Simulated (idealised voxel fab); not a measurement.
A process module follows: voxel transistor to metal.
Section cut is 160 nm wide and gridded with 5 nm square cells.
Each cross-section below is a grid of square cells, stated as bands in top-down order, with one or more rows of cells making up each band.
In this notation a band is specified by the heights of its top and bottom, in that order and in nm, after which its materials appear from left to right, each paired with its width in nm. The word "all across" attached to a single material means that material fills the band from edge to edge; the word "blank" stands for empty space.
Basically, 0 is our baseline, since under it the wafer straight out of the box is all one material. The bottom band has no lower end and keeps on going down, so it looks like "top 0, no bottom".
Think of "30->40" as a width that walks from the first number to the second as you go down the band, top row to bottom row, taking equal-sized steps from row to row.
Take "no alteration" at face value: in the step it is given for, the cross-section changed in none of its cells.
The label "Voids, sealed" introduces a list of the empty spaces, 8 cells or larger, that have no open way up to the top; each entry in it reads width x height at distance, where the distance is taken from the left edge and all three are stated in nm.
Anything after a step's settings on that line? It's the simulator's own note about the step.
What "overlay nm" on a step's line means: if the step has a mask, that mask lay this far to the right of its planned place, or, when the value is negative, to the left.

### Steps planned for the process
step 1: RECEIVE (material Si)
step 2: OXIDIZE (depth nm 5)
step 3: CONFORMAL_DEP (material SiN; thk nm 15)
step 4: DIRECTIONAL_DEP (material aC; thk nm 10)
step 5: PATTERN (tone cover; mask id ACTIVE; material resist; width nm 125; thk nm 25; overlay nm 0)
step 6: DIRECTIONAL_ETCH (etch materials aC; depth nm 10)
step 7: STRIP (etch materials resist)
step 8: DIRECTIONAL_ETCH (etch materials SiN; depth nm 15)
step 9: DIRECTIONAL_ETCH (etch materials SiO2; depth nm 5)
step 10: DIRECTIONAL_ETCH (etch materials Si; depth nm 20)
step 11: STRIP (etch materials aC)
step 12: FILL_DEP (material SiO2; thk nm 5)
step 13: CMP (height nm 15)
step 14: SELECTIVE_ETCH (etch materials SiO2; depth nm 15)
step 15: STRIP (etch materials SiN)
step 16: SELECTIVE_ETCH (etch materials SiO2; depth nm 5)
step 17: OXIDIZE (depth nm 5)
step 18: DIRECTIONAL_DEP (material polySi; thk nm 25)
step 19: DIRECTIONAL_DEP (material SiCN; thk nm 15)
step 20: MASKED_ETCH (tone cover; mask id GATE; width nm 35; etch materials SiCN; depth nm 25; overlay nm 0)
step 21: MASKED_ETCH (tone cover; mask id GATE; width nm 35; etch materials polySi; depth nm 35; overlay nm 0)
step 22: CONFORMAL_DEP (material SiN; thk nm 5)
step 23: DIRECTIONAL_ETCH (etch materials SiN; depth nm 5)
step 24: DIRECTIONAL_ETCH (etch materials SiO2; depth nm 5)
step 25: DIRECTIONAL_ETCH (etch materials Si; depth nm 15)
step 26: EPI (material pSi; thk nm 20)
step 27: FILL_DEP (material SiO2; thk nm 10)
step 28: CMP (height nm 20)
step 29: STRIP (etch materials polySi)
step 30: SELECTIVE_ETCH (etch materials SiO2; depth nm 5)
step 31: CONFORMAL_DEP (material HfO2; thk nm 5)
step 32: CONFORMAL_DEP (material TiN; thk nm 5)
step 33: FILL_DEP (material W; thk nm 5)
step 34: CMP (height nm 15)
step 35: DIRECTIONAL_DEP (material SiO2; thk nm 10)
step 36: DIRECTIONAL_DEP (material aC; thk nm 10)
step 37: PATTERN (tone open; mask id CONTACT; material resist; width nm 20; pitch nm 95; thk nm 25; overlay nm 0)
step 38: DIRECTIONAL_ETCH (etch materials aC; depth nm 10)
step 39: STRIP (etch materials resist)
step 40: DIRECTIONAL_ETCH (etch materials SiO2; depth nm 30)
step 41: STRIP (etch materials aC)
step 42: CONFORMAL_DEP (material TiN; thk nm 5)
step 43: FILL_DEP (material Ru; thk nm 5)
step 44: CMP (height nm 25)
step 45: DIRECTIONAL_DEP (material TiN; thk nm 5)
step 46: DIRECTIONAL_DEP (material W; thk nm 20)
step 47: MASKED_ETCH (tone cover; mask id METAL_1; width nm 20; pitch nm 95; etch materials W; depth nm 20; overlay nm 0)
step 48: MASKED_ETCH (tone cover; mask id METAL_1; width nm 20; pitch nm 95; etch materials TiN; depth nm 5; overlay nm 0)
step 49: CONFORMAL_DEP (material SiCN; thk nm 5)
step 50: FILL_DEP (material lowk; thk nm 10)
step 51: CMP (height nm 50)
step 52: CONFORMAL_DEP (material SiN; thk nm 5)

### As-received state of the wafer in cross-section, equivalent to post-step 1
  top 0, no bottom | Si all across
  Voids, sealed: none

### Figure: cross-sectional view of the wafer upon completion of the module, processed from the initial state and according to the plan depicted above, with one error introduced during execution
  top 55, bottom 50 | SiN all across
  top 50, bottom 30 | lowk: 15, then SiCN: 5, then W: 20, then SiCN: 5, then lowk: 65, then SiCN: 5, then W: 20, then SiCN: 5, then lowk: 20
  top 30, bottom 25 | SiCN: 20, then TiN: 20, then SiCN: 75, then TiN: 20, then SiCN: 25
  top 25, bottom 15 | SiO2: 20, then TiN: 5, then Ru: 10, then TiN: 5, then SiO2: 75, then TiN: 5, then Ru: 10, then TiN: 5, then SiO2: 25
  top 15, bottom 10 | SiO2: 20, then TiN: 5, then Ru: 5, then TiN: 10, then SiO2: 15, then SiN: 5, then HfO2: 5, then TiN: 5, then W: 15, then TiN: 5, then HfO2: 5, then SiN: 5, then SiO2: 15, then TiN: 10, then Ru: 5, then TiN: 5, then SiO2: 25
  top 10, bottom 0 | SiO2: 20, then TiN: 5, then Ru: 5, then TiN: 5, then pSi: 20, then SiN: 5, then HfO2: 5, then TiN: 5, then W: 15, then TiN: 5, then HfO2: 5, then SiN: 5, then pSi: 20, then TiN: 5, then Ru: 5, then TiN: 5, then SiO2: 25
  top 0, bottom -5 | SiO2: 20, then TiN: 15, then pSi: 20, then SiN: 5, then HfO2: 5, then TiN: 25, then HfO2: 5, then SiN: 5, then pSi: 20, then TiN: 15, then SiO2: 25
  top -5, bottom -10 | SiO2: 10, then pSi: 45, then HfO2: 45, then pSi: 45, then SiO2: 15
  top -10, bottom -25 | SiO2: 15, then pSi: 40, then Si: 45, then pSi: 40, then SiO2: 20
  top -25, bottom -40 | Si: 15, then pSi: 40, then Si: 45, then pSi: 40, then Si: 20
  top -40, no bottom | Si all across
  Voids, sealed: none
Want to know what went wrong? step 25 in the plan was executed twice
